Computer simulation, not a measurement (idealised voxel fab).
A process module follows: voxel local oxidation.
Cross-section cut: width 300 nm, square cells of 5 nm.
Cross-section format: a grid of square cells, given as bands from top to bottom; each band is one or more rows of cells. Look at the band entry: it leads with the top's height and the bottom's height in nm. Then it lists the materials left to right, with a width in nm for each. The word "edge to edge" on a single material says that material fills the band edge to edge. The word "air" is empty space. For the purposes of this specification, 0 denotes the height below which the wafer in its as-received condition is composed wholly of one material, and the lowermost band, lacking a lower limit, extends downward without end, as expressed in "0..down". So if you see something like "30->40" for the width, read it as the top row of the band sitting at the first number and the bottom row at the second, with every row in between moving by the same amount as the last. Given "everything unchanged" for a step, no cell of the cross-section differs between before and after that step. Each empty space that has no open way to the top and spans at least 8 cells appears under "Fully closed voids" as width x height at distance, the distance counted from the left edge, all in nm. Step line, after settings: the simulator's comment on this step. overlay nm: right-of-plan distance of the mask on a masked step; negative values mean left-of-plan.

### Intended process steps
| 1 | op RECEIVE | material Si |
| 2 | op CONFORMAL_DEP | material SiO2 | thk nm 5 |
| 3 | op CONFORMAL_DEP | material SiN | thk nm 15 |
| 4 | op PATTERN | tone cover | mask id ACTIVE | material resist | width nm 105 | thk nm 20 | overlay nm 0 |
| 5 | op DIRECTIONAL_ETCH | etch materials SiN | depth nm 15 |
| 6 | op STRIP | etch materials resist |
| 7 | op SELECTIVE_ETCH | etch materials SiO2 | depth nm 5 |
| 8 | op OXIDIZE | depth nm 10 |
| 9 | op STRIP | etch materials SiN |

### The first wafer of two, processed as planned

### Received-state cross-section, reflecting completion of step 1
    0..down  Si edge to edge
    Fully closed voids: none

### Cross-section: wafer state after step 2
    5..0  SiO2 edge to edge
    Under the height 0 nothing was changed.

### Cross-section: wafer state after step 3
    20..5  SiN edge to edge
    Under the height 5 nothing was changed.

### Cross-section: wafer state after step 4
    40..20  air 95 nm; resist 105 nm; air 100 nm
    Under the height 20 nothing was changed.

### Cross-section: wafer state after step 5
    40..20  air 95 nm; resist 105 nm; air 100 nm
    20..5  air 95 nm; SiN 105 nm; air 100 nm
    Under the height 5 nothing was changed.

### Cross-section: wafer state after step 6
    20..5  air 95 nm; SiN 105 nm; air 100 nm
    Under the height 5 nothing was changed.

### Cross-section: wafer state after step 7
    20..5  air 95 nm; SiN 105 nm; air 100 nm
    5..0  air 100 nm; SiO2 95 nm; air 105 nm
    Under the height 0 nothing was changed.

### Cross-section: wafer state after step 8
    20..5  air 95 nm; SiN 105 nm; air 100 nm
    5..0  air 100 nm; SiO2 95 nm; air 105 nm
    0..-10  SiO2 110 nm; Si 75 nm; SiO2 115 nm
    Under the height -10 nothing was changed.

### Cross-section: wafer state after step 9
    5..0  air 100 nm; SiO2 95 nm; air 105 nm
    Under the height 0 nothing was changed.

### The Second Wafer: Common Origin and Plan, One Mistake in Execution, Identical to the First Through Step 8

### At the planned end of step 9, the second wafer in cross-section
    0..-10  air 110 nm; Si 75 nm; air 115 nm
    Under the height -10 nothing was changed.
Deviation noted in wafer processing: rather than as planned, step 9 actually ran as op STRIP | etch materials SiO2
Counted in cells at the end, the second wafer holds more or fewer of these materials than the first: 109 fewer of SiO2
